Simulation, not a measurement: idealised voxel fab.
process module | voxel gate over fins
cross-section cut | 225 nm wide | cells 5 nm
A cross-section is a grid of square cells, given in bands from the top down. A band is one or more rows of cells.
Each band's line starts with the height of the band's top and of its bottom, in nm. Then come its materials from left to right, each with its width in nm. One material with "throughout" fills the band from edge to edge. "air" is empty space.
Height 0 is the level under which the wafer as received is all one material. The lowest band goes on downwards, as in "0 down".
A width such as "30 to 40" changes by the same amount from each row of cells to the next, from the band's top row to its bottom row.
"no change" after a step means that no cell of the cross-section changed.
closed voids: empty space of 8 cells or more with no open way to the top, each as width x height at its distance from the left edge, in nm
after a step's settings: what the simulator itself notes on the step
overlay nm, on a step with a mask: how far to the right of its planned place the mask lay; to the left if negative
plan
1 op RECEIVE | material Si
2 op CONFORMAL_DEP | material SiN | thk nm 5
3 op PATTERN | tone cover | mask id FINS | material resist | width nm 15 | pitch nm 45 | thk nm 20 | overlay nm 0
4 op DIRECTIONAL_ETCH | etch materials SiN | depth nm 5
5 op DIRECTIONAL_ETCH | etch materials Si | depth nm 35
6 op STRIP | etch materials resist
7 op OXIDIZE | depth nm 5
8 op FILL_DEP | material SiO2 | thk nm 5
9 op CMP | height nm 5
10 op SELECTIVE_ETCH | etch materials SiO2 | depth nm 15
11 op STRIP | etch materials SiN
12 op CONFORMAL_DEP | material HfO2 | thk nm 5
13 op CONFORMAL_DEP | material TiN | thk nm 5
14 op FILL_DEP | material W | thk nm 15
15 op CMP | height nm 20
16 op CONFORMAL_DEP | material SiN | thk nm 10
varied across the wafers: width nm of step 3. The plan shows the first wafer's value. All wafers start alike
first wafer as received, after step 1
  0 down: Si throughout
  closed voids: none
each wafer at the end: cells of each material gained (+) or lost (-) since it was received, then its closed voids
width nm 15 | +57 HfO2 | -336 Si | +90 SiN | +252 SiO2 | +57 TiN | +150 W | closed voids: none
width nm 20 | +57 HfO2 | -312 Si | +90 SiN | +234 SiO2 | +57 TiN | +144 W | closed voids: none
width nm 25 | +57 HfO2 | -288 Si | +90 SiN | +216 SiO2 | +57 TiN | +138 W | closed voids: none
width nm 30 | +57 HfO2 | -264 Si | +90 SiN | +198 SiO2 | +57 TiN | +132 W | closed voids: none
